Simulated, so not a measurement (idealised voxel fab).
Proc. module: voxel capacitor over wiring
Cross-sectional view cut (width: 280 nm; square cell size: 5 nm).
The cross-sections in this document take the form of a grid made of square cells. They are written out as bands, in order from top to bottom. Each band consists of one or more rows of cells.
What a band's entry tells you: where the top is and where the bottom is, as heights in nm, and after that what lies inside, material by material from left to right, each with its width in nm. Empty space is written as the word "blank", and a single material marked with the word "throughout" occupies the band from edge to edge.
Heights are measured from 0, the level below which the as-received wafer is all one material; the lowest band has no bottom and continues downward, written as in "0 and below".
Per-row width for "30->40": begins at first number (top row of band), ends at second number (bottom row), increment between rows held constant.
Basically "left unchanged" means that step didn't change any cell in the cross-section.
For the entry "Voids lacking openings", the listed items are empty spaces with no open way to the top whose size is 8 cells or more; each item follows the pattern width x height at distance, where distance is from the left edge and all three are in nm.
Note: text after step settings on the step line = simulator remark on that step.
Steps that use a mask can have "overlay nm" on their line. It says how far the mask sat to the right of where it was meant to be. Negative means to the left.
**plan**
step 1: op RECEIVE | material Si
step 2: op CONFORMAL_DEP | material SiO2 | thk nm 15
step 3: op DIRECTIONAL_DEP | material TiN | thk nm 5
step 4: op DIRECTIONAL_DEP | material W | thk nm 15
step 5: op PATTERN | tone cover | mask id METAL_1 | material resist | width nm 30 | pitch nm 100 | thk nm 20 | overlay nm 0
step 6: op DIRECTIONAL_ETCH | etch materials W | depth nm 15
step 7: op DIRECTIONAL_ETCH | etch materials TiN | depth nm 5
step 8: op STRIP | etch materials resist
step 9: op FILL_DEP | material lowk | thk nm 5
step 10: op CMP | height nm 35
step 11: op CONFORMAL_DEP | material SiCN | thk nm 5
step 12: op DIRECTIONAL_DEP | material lowk | thk nm 20
step 13: op DIRECTIONAL_DEP | material aC | thk nm 10
step 14: op PATTERN | tone open | mask id PLUG_1 | material resist | width nm 15 | thk nm 30 | overlay nm 0
step 15: op DIRECTIONAL_ETCH | etch materials aC | depth nm 10
step 16: op STRIP | etch materials resist
step 17: op DIRECTIONAL_ETCH | etch materials lowk | depth nm 20
step 18: op DIRECTIONAL_ETCH | etch materials SiCN | depth nm 5
step 19: op STRIP | etch materials aC
step 20: op EPI | material Ru | thk nm 10
step 21: op EPI | material Ru | thk nm 10
step 22: op EPI | material Ru | thk nm 5
step 23: op DIRECTIONAL_DEP | material TiN | thk nm 5
step 24: op DIRECTIONAL_DEP | material HfO2 | thk nm 5
step 25: op DIRECTIONAL_DEP | material TiN | thk nm 10
step 26: op MASKED_ETCH | tone cover | mask id UPPER_PLATE | width nm 75 | etch materials TiN | depth nm 10 | overlay nm 0
step 27: op MASKED_ETCH | tone cover | mask id UPPER_PLATE | width nm 75 | etch materials HfO2 | depth nm 5 | overlay nm 0
step 28: op DIRECTIONAL_DEP | material aC | thk nm 10
step 29: op PATTERN | tone cover | mask id LOWER_PLATE | material resist | width nm 85 | thk nm 30 | overlay nm 0
step 30: op DIRECTIONAL_ETCH | etch materials aC | depth nm 10
step 31: op STRIP | etch materials resist
step 32: op DIRECTIONAL_ETCH | etch materials TiN | depth nm 5
step 33: op STRIP | etch materials aC
step 34: op FILL_DEP | material SiO2 | thk nm 20
step 35: op CMP | height nm 95
step 36: op DIRECTIONAL_DEP | material aC | thk nm 15
step 37: op PATTERN | tone open | mask id PLUG_2 | material resist | width nm 15 | thk nm 30 | overlay nm 0
step 38: op DIRECTIONAL_ETCH | etch materials aC | depth nm 15
step 39: op STRIP | etch materials resist
step 40: op DIRECTIONAL_ETCH | etch materials SiO2 | depth nm 15
step 41: op STRIP | etch materials aC
step 42: op CONFORMAL_DEP | material TiN | thk nm 5
step 43: op FILL_DEP | material Ru | thk nm 5
step 44: op CMP | height nm 95
step 45: op CONFORMAL_DEP | material SiCN | thk nm 5
**First of two wafers: run as planned**
**Cross-section of the wafer upon arrival, representing the state reached after step 1**
> 0 and below | Si throughout
> Voids lacking openings: none
**The wafer in cross-section once step 2 is complete**
> 15 down to 0 | SiO2 throughout
> Unchanged below 0.
**The wafer in cross-section once step 3 is complete**
> 20 down to 15 | TiN throughout
> Unchanged below 15.
**The wafer in cross-section once step 4 is complete**
> 35 down to 20 | W throughout
> Unchanged below 20.
**The wafer in cross-section once step 5 is complete**
> 55 down to 35 | blank 75 nm  resist 30 nm  blank 70 nm  resist 30 nm  blank 75 nm
> Unchanged below 35.
**The wafer in cross-section once step 6 is complete**
> 55 down to 35 | blank 75 nm  resist 30 nm  blank 70 nm  resist 30 nm  blank 75 nm
> 35 down to 20 | blank 75 nm  W 30 nm  blank 70 nm  W 30 nm  blank 75 nm
> Unchanged below 20.
**The wafer in cross-section once step 7 is complete**
> 55 down to 35 | blank 75 nm  resist 30 nm  blank 70 nm  resist 30 nm  blank 75 nm
> 35 down to 20 | blank 75 nm  W 30 nm  blank 70 nm  W 30 nm  blank 75 nm
> 20 down to 15 | blank 75 nm  TiN 30 nm  blank 70 nm  TiN 30 nm  blank 75 nm
> Unchanged below 15.
**The wafer in cross-section once step 8 is complete**
> 35 down to 20 | blank 75 nm  W 30 nm  blank 70 nm  W 30 nm  blank 75 nm
> Unchanged below 20.
**The wafer in cross-section once step 9 is complete**
> 40 down to 35 | lowk throughout
> 35 down to 20 | lowk 75 nm  W 30 nm  lowk 70 nm  W 30 nm  lowk 75 nm
> 20 down to 15 | lowk 75 nm  TiN 30 nm  lowk 70 nm  TiN 30 nm  lowk 75 nm
> Unchanged below 15.
**The wafer in cross-section once step 10 is complete**
> 35 down to 20 | lowk 75 nm  W 30 nm  lowk 70 nm  W 30 nm  lowk 75 nm
> Unchanged below 20.
**The wafer in cross-section once step 11 is complete**
> 40 down to 35 | SiCN throughout
> Unchanged below 35.
**The wafer in cross-section once step 12 is complete**
> 60 down to 40 | lowk throughout
> Unchanged below 40.
**The wafer in cross-section once step 13 is complete**
> 70 down to 60 | aC throughout
> Unchanged below 60.
**The wafer in cross-section once step 14 is complete**
> 100 down to 70 | resist 90 nm  blank 15 nm  resist 175 nm
> Unchanged below 70.
**The wafer in cross-section once step 15 is complete**
> 90 down to 70 | resist 90 nm  blank 15 nm  resist 175 nm
> 70 down to 60 | aC 90 nm  blank 15 nm  aC 175 nm
> Unchanged below 60.
**The wafer in cross-section once step 16 is complete**
> 70 down to 60 | aC 90 nm  blank 15 nm  aC 175 nm
> Unchanged below 60.
**The wafer in cross-section once step 17 is complete**
> 70 down to 60 | aC 90 nm  blank 15 nm  aC 175 nm
> 60 down to 40 | lowk 90 nm  blank 15 nm  lowk 175 nm
> Unchanged below 40.
**The wafer in cross-section once step 18 is complete**
> 70 down to 60 | aC 90 nm  blank 15 nm  aC 175 nm
> 60 down to 40 | lowk 90 nm  blank 15 nm  lowk 175 nm
> 40 down to 35 | SiCN 90 nm  blank 15 nm  SiCN 175 nm
> Unchanged below 35.
**The wafer in cross-section once step 19 is complete**
> 60 down to 40 | lowk 90 nm  blank 15 nm  lowk 175 nm
> Unchanged below 40.
**The wafer in cross-section once step 20 is complete**
> 60 down to 45 | lowk 90 nm  blank 15 nm  lowk 175 nm
> 45 down to 40 | lowk 90 nm  Ru 15 nm  lowk 175 nm
> 40 down to 35 | SiCN 90 nm  Ru 15 nm  SiCN 175 nm
> Unchanged below 35.
**The wafer in cross-section once step 21 is complete**
> 60 down to 55 | lowk 90 nm  blank 15 nm  lowk 175 nm
> 55 down to 40 | lowk 90 nm  Ru 15 nm  lowk 175 nm
> Unchanged below 40.
**The wafer in cross-section once step 22 is complete**
> 60 down to 40 | lowk 90 nm  Ru 15 nm  lowk 175 nm
> Unchanged below 40.
**The wafer in cross-section once step 23 is complete**
> 65 down to 60 | TiN throughout
> Unchanged below 60.
**The wafer in cross-section once step 24 is complete**
> 70 down to 65 | HfO2 throughout
> Unchanged below 65.
**The wafer in cross-section once step 25 is complete**
> 80 down to 70 | TiN throughout
> Unchanged below 70.
**The wafer in cross-section once step 26 is complete**
> 80 down to 70 | blank 90 nm  TiN 75 nm  blank 115 nm
> Unchanged below 70.
**The wafer in cross-section once step 27 is complete**
> 80 down to 70 | blank 90 nm  TiN 75 nm  blank 115 nm
> 70 down to 65 | blank 90 nm  HfO2 75 nm  blank 115 nm
> Unchanged below 65.
**The wafer in cross-section once step 28 is complete**
> 90 down to 80 | blank 90 nm  aC 75 nm  blank 115 nm
> 80 down to 75 | blank 90 nm  TiN 75 nm  blank 115 nm
> 75 down to 70 | aC 90 nm  TiN 75 nm  aC 115 nm
> 70 down to 65 | aC 90 nm  HfO2 75 nm  aC 115 nm
> Unchanged below 65.
**The wafer in cross-section once step 29 is complete**
> 120 down to 90 | blank 85 nm  resist 85 nm  blank 110 nm
> 90 down to 80 | blank 85 nm  resist 5 nm  aC 75 nm  resist 5 nm  blank 110 nm
> 80 down to 75 | blank 85 nm  resist 5 nm  TiN 75 nm  resist 5 nm  blank 110 nm
> Unchanged below 75.
**The wafer in cross-section once step 30 is complete**
> 110 down to 90 | blank 85 nm  resist 85 nm  blank 110 nm
> 90 down to 80 | blank 85 nm  resist 5 nm  aC 75 nm  resist 5 nm  blank 110 nm
> 80 down to 75 | blank 85 nm  resist 5 nm  TiN 75 nm  resist 5 nm  blank 110 nm
> 75 down to 70 | blank 85 nm  aC 5 nm  TiN 75 nm  aC 5 nm  blank 110 nm
> 70 down to 65 | blank 85 nm  aC 5 nm  HfO2 75 nm  aC 5 nm  blank 110 nm
> Unchanged below 65.
**The wafer in cross-section once step 31 is complete**
> 90 down to 80 | blank 90 nm  aC 75 nm  blank 115 nm
> 80 down to 75 | blank 90 nm  TiN 75 nm  blank 115 nm
> Unchanged below 75.
**The wafer in cross-section once step 32 is complete**
> 90 down to 80 | blank 90 nm  aC 75 nm  blank 115 nm
> 80 down to 75 | blank 90 nm  TiN 75 nm  blank 115 nm
> 75 down to 70 | blank 85 nm  aC 5 nm  TiN 75 nm  aC 5 nm  blank 110 nm
> 70 down to 65 | blank 85 nm  aC 5 nm  HfO2 75 nm  aC 5 nm  blank 110 nm
> 65 down to 60 | blank 85 nm  TiN 85 nm  blank 110 nm
> Unchanged below 60.
**The wafer in cross-section once step 33 is complete**
> 80 down to 70 | blank 90 nm  TiN 75 nm  blank 115 nm
> 70 down to 65 | blank 90 nm  HfO2 75 nm  blank 115 nm
> Unchanged below 65.
**The wafer in cross-section once step 34 is complete**
> 100 down to 80 | SiO2 throughout
> 80 down to 70 | SiO2 90 nm  TiN 75 nm  SiO2 115 nm
> 70 down to 65 | SiO2 90 nm  HfO2 75 nm  SiO2 115 nm
> 65 down to 60 | SiO2 85 nm  TiN 85 nm  SiO2 110 nm
> Unchanged below 60.
**The wafer in cross-section once step 35 is complete**
> 95 down to 80 | SiO2 throughout
> Unchanged below 80.
**The wafer in cross-section once step 36 is complete**
> 110 down to 95 | aC throughout
> Unchanged below 95.
**The wafer in cross-section once step 37 is complete**
> 140 down to 110 | resist 100 nm  blank 15 nm  resist 165 nm
> Unchanged below 110.
**The wafer in cross-section once step 38 is complete**
> 125 down to 110 | resist 100 nm  blank 15 nm  resist 165 nm
> 110 down to 95 | aC 100 nm  blank 15 nm  aC 165 nm
> Unchanged below 95.
**The wafer in cross-section once step 39 is complete**
> 110 down to 95 | aC 100 nm  blank 15 nm  aC 165 nm
> Unchanged below 95.
**The wafer in cross-section once step 40 is complete**
> 110 down to 95 | aC 100 nm  blank 15 nm  aC 165 nm
> 95 down to 80 | SiO2 100 nm  blank 15 nm  SiO2 165 nm
> Unchanged below 80.
**The wafer in cross-section once step 41 is complete**
> 95 down to 80 | SiO2 100 nm  blank 15 nm  SiO2 165 nm
> Unchanged below 80.
**The wafer in cross-section once step 42 is complete**
> 100 down to 95 | TiN 105 nm  blank 5 nm  TiN 170 nm
> 95 down to 85 | SiO2 100 nm  TiN 5 nm  blank 5 nm  TiN 5 nm  SiO2 165 nm
> 85 down to 80 | SiO2 100 nm  TiN 15 nm  SiO2 165 nm
> Unchanged below 80.
**The wafer in cross-section once step 43 is complete**
> 105 down to 100 | Ru throughout
> 100 down to 95 | TiN 105 nm  Ru 5 nm  TiN 170 nm
> 95 down to 85 | SiO2 100 nm  TiN 5 nm  Ru 5 nm  TiN 5 nm  SiO2 165 nm
> Unchanged below 85.
**The wafer in cross-section once step 44 is complete**
> 95 down to 85 | SiO2 100 nm  TiN 5 nm  Ru 5 nm  TiN 5 nm  SiO2 165 nm
> Unchanged below 85.
**The wafer in cross-section once step 45 is complete**
> 100 down to 95 | SiCN throughout
> Unchanged below 95.
**What follows concerns the second wafer, which started out like the first and was meant to follow the very same plan; one mistake crept in when it was run, but everything up to and including step 13 is the same as for the first wafer**
**Planned end of step 14: second wafer, cross-section**
> 100 down to 70 | resist 85 nm  blank 15 nm  resist 180 nm
> Unchanged below 70.
**Planned end of step 15: second wafer, cross-section**
> 90 down to 70 | resist 85 nm  blank 15 nm  resist 180 nm
> 70 down to 60 | aC 85 nm  blank 15 nm  aC 180 nm
> Unchanged below 60.
**Planned end of step 16: second wafer, cross-section**
> 70 down to 60 | aC 85 nm  blank 15 nm  aC 180 nm
> Unchanged below 60.
**Planned end of step 17: second wafer, cross-section**
> 70 down to 60 | aC 85 nm  blank 15 nm  aC 180 nm
> 60 down to 40 | lowk 85 nm  blank 15 nm  lowk 180 nm
> Unchanged below 40.
**Planned end of step 18: second wafer, cross-section**
> 70 down to 60 | aC 85 nm  blank 15 nm  aC 180 nm
> 60 down to 40 | lowk 85 nm  blank 15 nm  lowk 180 nm
> 40 down to 35 | SiCN 85 nm  blank 15 nm  SiCN 180 nm
> Unchanged below 35.
**Planned end of step 19: second wafer, cross-section**
> 60 down to 40 | lowk 85 nm  blank 15 nm  lowk 180 nm
> Unchanged below 40.
**Planned end of step 20: second wafer, cross-section**
> 60 down to 45 | lowk 85 nm  blank 15 nm  lowk 180 nm
> 45 down to 40 | lowk 85 nm  Ru 15 nm  lowk 180 nm
> 40 down to 35 | SiCN 85 nm  Ru 15 nm  SiCN 180 nm
> Unchanged below 35.
**Planned end of step 21: second wafer, cross-section**
> 60 down to 55 | lowk 85 nm  blank 15 nm  lowk 180 nm
> 55 down to 40 | lowk 85 nm  Ru 15 nm  lowk 180 nm
> Unchanged below 40.
**Planned end of step 22: second wafer, cross-section**
> 60 down to 40 | lowk 85 nm  Ru 15 nm  lowk 180 nm
> Unchanged below 40.
**Planned end of step 23: second wafer, cross-section**
> 65 down to 60 | TiN throughout
> Unchanged below 60.
**Planned end of step 24: second wafer, cross-section**
> 70 down to 65 | HfO2 throughout
> Unchanged below 65.
**Planned end of step 25: second wafer, cross-section**
> 80 down to 70 | TiN throughout
> Unchanged below 70.
**Planned end of step 26: second wafer, cross-section**
> 80 down to 70 | blank 90 nm  TiN 75 nm  blank 115 nm
> Unchanged below 70.
**Planned end of step 27: second wafer, cross-section**
> 80 down to 70 | blank 90 nm  TiN 75 nm  blank 115 nm
> 70 down to 65 | blank 90 nm  HfO2 75 nm  blank 115 nm
> Unchanged below 65.
**Planned end of step 28: second wafer, cross-section**
> 90 down to 80 | blank 90 nm  aC 75 nm  blank 115 nm
> 80 down to 75 | blank 90 nm  TiN 75 nm  blank 115 nm
> 75 down to 70 | aC 90 nm  TiN 75 nm  aC 115 nm
> 70 down to 65 | aC 90 nm  HfO2 75 nm  aC 115 nm
> Unchanged below 65.
**Planned end of step 29: second wafer, cross-section**
> 120 down to 90 | blank 85 nm  resist 85 nm  blank 110 nm
> 90 down to 80 | blank 85 nm  resist 5 nm  aC 75 nm  resist 5 nm  blank 110 nm
> 80 down to 75 | blank 85 nm  resist 5 nm  TiN 75 nm  resist 5 nm  blank 110 nm
> Unchanged below 75.
**Planned end of step 30: second wafer, cross-section**
> 110 down to 90 | blank 85 nm  resist 85 nm  blank 110 nm
> 90 down to 80 | blank 85 nm  resist 5 nm  aC 75 nm  resist 5 nm  blank 110 nm
> 80 down to 75 | blank 85 nm  resist 5 nm  TiN 75 nm  resist 5 nm  blank 110 nm
> 75 down to 70 | blank 85 nm  aC 5 nm  TiN 75 nm  aC 5 nm  blank 110 nm
> 70 down to 65 | blank 85 nm  aC 5 nm  HfO2 75 nm  aC 5 nm  blank 110 nm
> Unchanged below 65.
**Planned end of step 31: second wafer, cross-section**
> 90 down to 80 | blank 90 nm  aC 75 nm  blank 115 nm
> 80 down to 75 | blank 90 nm  TiN 75 nm  blank 115 nm
> Unchanged below 75.
**Planned end of step 32: second wafer, cross-section**
> 90 down to 80 | blank 90 nm  aC 75 nm  blank 115 nm
> 80 down to 75 | blank 90 nm  TiN 75 nm  blank 115 nm
> 75 down to 70 | blank 85 nm  aC 5 nm  TiN 75 nm  aC 5 nm  blank 110 nm
> 70 down to 65 | blank 85 nm  aC 5 nm  HfO2 75 nm  aC 5 nm  blank 110 nm
> 65 down to 60 | blank 85 nm  TiN 85 nm  blank 110 nm
> Unchanged below 60.
**Planned end of step 33: second wafer, cross-section**
> 80 down to 70 | blank 90 nm  TiN 75 nm  blank 115 nm
> 70 down to 65 | blank 90 nm  HfO2 75 nm  blank 115 nm
> Unchanged below 65.
**Planned end of step 34: second wafer, cross-section**
> 100 down to 80 | SiO2 throughout
> 80 down to 70 | SiO2 90 nm  TiN 75 nm  SiO2 115 nm
> 70 down to 65 | SiO2 90 nm  HfO2 75 nm  SiO2 115 nm
> 65 down to 60 | SiO2 85 nm  TiN 85 nm  SiO2 110 nm
> Unchanged below 60.
**Planned end of step 35: second wafer, cross-section**
> 95 down to 80 | SiO2 throughout
> Unchanged below 80.
**Planned end of step 36: second wafer, cross-section**
> 110 down to 95 | aC throughout
> Unchanged below 95.
**Planned end of step 37: second wafer, cross-section**
> 140 down to 110 | resist 100 nm  blank 15 nm  resist 165 nm
> Unchanged below 110.
**Planned end of step 38: second wafer, cross-section**
> 125 down to 110 | resist 100 nm  blank 15 nm  resist 165 nm
> 110 down to 95 | aC 100 nm  blank 15 nm  aC 165 nm
> Unchanged below 95.
**Planned end of step 39: second wafer, cross-section**
> 110 down to 95 | aC 100 nm  blank 15 nm  aC 165 nm
> Unchanged below 95.
**Planned end of step 40: second wafer, cross-section**
> 110 down to 95 | aC 100 nm  blank 15 nm  aC 165 nm
> 95 down to 80 | SiO2 100 nm  blank 15 nm  SiO2 165 nm
> Unchanged below 80.
**Planned end of step 41: second wafer, cross-section**
> 95 down to 80 | SiO2 100 nm  blank 15 nm  SiO2 165 nm
> Unchanged below 80.
**Planned end of step 42: second wafer, cross-section**
> 100 down to 95 | TiN 105 nm  blank 5 nm  TiN 170 nm
> 95 down to 85 | SiO2 100 nm  TiN 5 nm  blank 5 nm  TiN 5 nm  SiO2 165 nm
> 85 down to 80 | SiO2 100 nm  TiN 15 nm  SiO2 165 nm
> Unchanged below 80.
**Planned end of step 43: second wafer, cross-section**
> 105 down to 100 | Ru throughout
> 100 down to 95 | TiN 105 nm  Ru 5 nm  TiN 170 nm
> 95 down to 85 | SiO2 100 nm  TiN 5 nm  Ru 5 nm  TiN 5 nm  SiO2 165 nm
> Unchanged below 85.
**Planned end of step 44: second wafer, cross-section**
> 95 down to 85 | SiO2 100 nm  TiN 5 nm  Ru 5 nm  TiN 5 nm  SiO2 165 nm
> Unchanged below 85.
**Planned end of step 45: second wafer, cross-section**
> 100 down to 95 | SiCN throughout
> Unchanged below 95.
Here's what went sideways: step 14 ran as: op PATTERN | tone open | mask id PLUG_1 | material resist | width nm 15 | thk nm 30 | overlay nm -5
At the end, each material covers as many cells on the second wafer as it does on the first, though the cells it covers are elsewhere.
